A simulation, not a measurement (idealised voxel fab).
The process module that follows is named voxel wiring stack.
The width of the displayed cross-section, cut, is 175 nm; its cells are square, with a size of 5 nm.
Square cells in a grid make up a cross-section in this document, and the grid is given as bands, listed from the top down, each one or more rows of cells.
Heights first: top, then bottom, in nm. Then materials, left to right, each with a width in nm. "edge to edge" on a single material: fills the band edge to edge. "air": empty space.
Height 0 is the level under which the wafer as received is all one material. The lowest band goes on downwards, as in "0 and below".
The width entry "30 to 40" should be interpreted row by row: the top row of cells in the band takes the first number, the bottom row takes the second number, and the change between adjacent rows is uniform throughout.
Where a step carries "same as before", the cross-section came out of it unchanged, cell for cell.
"Closed internal cavities" specifies each empty space that is not open to the top and that occupies no fewer than 8 cells, using the form width x height at distance, the distance measured from the left edge and all three quantities in nm.
What comes after the settings on a step's line is commentary from the simulator itself on that step.
overlay nm: where the mask lay relative to plan, measured to the right, on steps with a mask; negatives go left.
PROCESS STEPS (PLANNED)
- 1: RECEIVE: material Si
- 2: CONFORMAL_DEP: material SiO2, thk nm 10
- 3: CONFORMAL_DEP: material SiCN, thk nm 5
- 4: DIRECTIONAL_DEP: material SiO2, thk nm 25
- 5: DIRECTIONAL_DEP: material aC, thk nm 15
- 6: PATTERN: tone open, mask id METAL_1, material resist, width nm 25, pitch nm 40, thk nm 30, overlay nm 0
- 7: DIRECTIONAL_ETCH: etch materials aC, depth nm 15
- 8: STRIP: etch materials resist
- 9: DIRECTIONAL_ETCH: etch materials SiO2, depth nm 25
- 10: DIRECTIONAL_ETCH: etch materials SiCN, depth nm 5
- 11: STRIP: etch materials aC
- 12: CONFORMAL_DEP: material TiN, thk nm 5
- 13: FILL_DEP: material Ru, thk nm 5
- 14: CMP: height nm 40
- 15: EPI: material Ru, thk nm 5
- 16: FILL_DEP: material SiCN, thk nm 5
- 17: DIRECTIONAL_DEP: material SiO2, thk nm 25
- 18: MASKED_ETCH: tone open, mask id METAL_2, width nm 25, pitch nm 40, etch materials SiO2, depth nm 15, overlay nm 0
- 19: PATTERN: tone open, mask id METAL_2_HOLES, material resist, width nm 15, pitch nm 40, thk nm 15, overlay nm 0
- 20: DIRECTIONAL_ETCH: etch materials SiO2, depth nm 10
- 21: DIRECTIONAL_ETCH: etch materials SiCN, depth nm 5
- 22: STRIP: etch materials resist
- 23: CONFORMAL_DEP: material TiN, thk nm 5
- 24: FILL_DEP: material Cu, thk nm 5
- 25: CMP: height nm 75
- 26: CONFORMAL_DEP: material SiCN, thk nm 5
INCOMING WAFER, CROSS-SECTIONAL VIEW, POST STEP 1
0 and below = Si edge to edge
Closed internal cavities: none
FIRST OF TWO WAFERS: CROSS-SECTION AT END OF MODULE, RUN PER PLAN
80 down to 75 = SiCN edge to edge
75 down to 65 = 35 SiO2  5 TiN  15 Cu  5 TiN  15 SiO2  5 TiN  15 Cu  5 TiN  15 SiO2  5 TiN  15 Cu  5 TiN  35 SiO2
65 down to 60 = 35 SiO2  5 TiN  5 Cu  15 TiN  15 SiO2  5 TiN  5 Cu  15 TiN  15 SiO2  5 TiN  5 Cu  15 TiN  35 SiO2
60 down to 50 = 35 SiO2  5 TiN  5 Cu  5 TiN  25 SiO2  5 TiN  5 Cu  5 TiN  25 SiO2  5 TiN  5 Cu  5 TiN  45 SiO2
50 down to 45 = 35 SiCN  15 TiN  25 SiCN  15 TiN  25 SiCN  15 TiN  45 SiCN
45 down to 40 = 30 SiCN  35 Ru  5 SiCN  35 Ru  5 SiCN  35 Ru  30 SiCN
40 down to 15 = 35 SiO2  5 TiN  15 Ru  5 TiN  15 SiO2  5 TiN  15 Ru  5 TiN  15 SiO2  5 TiN  15 Ru  5 TiN  35 SiO2
15 down to 10 = 35 SiCN  25 TiN  15 SiCN  25 TiN  15 SiCN  25 TiN  35 SiCN
10 down to 0 = SiO2 edge to edge
0 and below = Si edge to edge
Closed internal cavities: none
CROSS-SECTIONAL VIEW: SECOND OF TWO WAFERS, END OF MODULE; START AND PLAN IDENTICAL TO THE FIRST, ONE MISTAKE IN RUNNING
80 down to 75 = SiCN edge to edge
75 down to 65 = 45 to 30 Cu  5 to 20 TiN  10 SiO2  5 TiN  20 to 5 Cu  5 to 20 TiN  10 SiO2  5 TiN  20 to 5 Cu  5 to 20 TiN  10 SiO2  5 TiN  30 Cu
65 down to 60 = 35 TiN  25 SiO2  15 TiN  25 SiO2  15 TiN  25 SiO2  35 TiN
60 down to 50 = SiO2 edge to edge
50 down to 45 = SiCN edge to edge
45 down to 40 = 30 SiCN  35 Ru  5 SiCN  35 Ru  5 SiCN  35 Ru  30 SiCN
40 down to 15 = 35 SiO2  5 TiN  15 Ru  5 TiN  15 SiO2  5 TiN  15 Ru  5 TiN  15 SiO2  5 TiN  15 Ru  5 TiN  35 SiO2
15 down to 10 = 35 SiCN  25 TiN  15 SiCN  25 TiN  15 SiCN  25 TiN  35 SiCN
10 down to 0 = SiO2 edge to edge
0 and below = Si edge to edge
Closed internal cavities: none
Run error: step 18 was run on a setting that differed from the plan, and what really ran there is MASKED_ETCH: tone cover, mask id METAL_2, width nm 25, pitch nm 40, etch materials SiO2, depth nm 15, overlay nm 0
It is noted that, at the conclusion of processing, the second wafer exhibits a higher or lower cell count for certain materials relative to the first: 10 more of Cu; 9 more of SiCN; 15 fewer of SiO2; 4 fewer of TiN
